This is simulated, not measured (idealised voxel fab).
Module name: voxel fin reveal (process module)
The cross-section on display is named cut; it measures 180 nm wide, and its cells are 5 nm squares.
Each cross-section below is a grid of square cells, stated as bands in top-down order, with one or more rows of cells making up each band. First you get the band's top height and its bottom height, in nm, and then the materials it's made of, left to right, with each width in nm. If you see a single material with "full width", that one covers the band edge to edge. "air" is empty space. Basically, 0 is our baseline, since under it the wafer straight out of the box is all one material. The bottom band has no lower end and keeps on going down, so it looks like "0..down". A two-number width, for instance "30..40", indicates that the width is equal to the first number in the top row of the band and to the second number in the bottom row, and that it changes by a constant amount per row of cells. Any step labelled "changes: none" changed none of the cells in the cross-section. The entry titled "Enclosed void list" provides the empty spaces that have no open way to the top, restricted to those of 8 cells or more. Each is presented as width x height at distance, the distance being measured from the left edge, with all three in nm. Heads up: the bit after the settings on a step's line is the simulator's remark on that step. The "overlay nm" setting may appear on a step's line; for a step that uses a mask, it gives how far to the right of its planned position the mask lay, and a negative value indicates the left.

# These are the steps we planned for the process
step 1: RECEIVE: material Si
step 2: CONFORMAL_DEP: material SiN, thk nm 5
step 3: PATTERN: tone cover, mask id FINS, material resist, width nm 15, pitch nm 45, thk nm 15, overlay nm 0
step 4: DIRECTIONAL_ETCH: etch materials SiN, depth nm 10
step 5: DIRECTIONAL_ETCH: etch materials Si, depth nm 40
step 6: STRIP: etch materials resist
step 7: OXIDIZE: depth nm 5
step 8: FILL_DEP: material SiO2, thk nm 10
step 9: CMP: height nm 10
step 10: SELECTIVE_ETCH: etch materials SiO2, depth nm 30
step 11: STRIP: etch materials SiN
step 12: CONFORMAL_DEP: material HfO2, thk nm 5
Don't read the plan's thk nm for step 2 as applying to every wafer: that's the first wafer's value, and the wafers differ in it, though they all start identical.

# The first of several wafers in cross-section, exactly as it reached us after step 1
* 0..down  Si full width
* Enclosed void list: none

# Heads up, this table goes wafer by wafer. A row tells you, at the end of the module, how many cells of each material that wafer has put on (+) or dropped (-) since it was received, and then its closed voids
thk nm 5, +52 HfO2, -306 Si, +170 SiO2, Enclosed void list: none
thk nm 10, +52 HfO2, -306 Si, +170 SiO2, Enclosed void list: none
thk nm 15, +36 HfO2, Enclosed void list: none
thk nm 20, +36 HfO2, Enclosed void list: none
thk nm 25, +36 HfO2, Enclosed void list: none
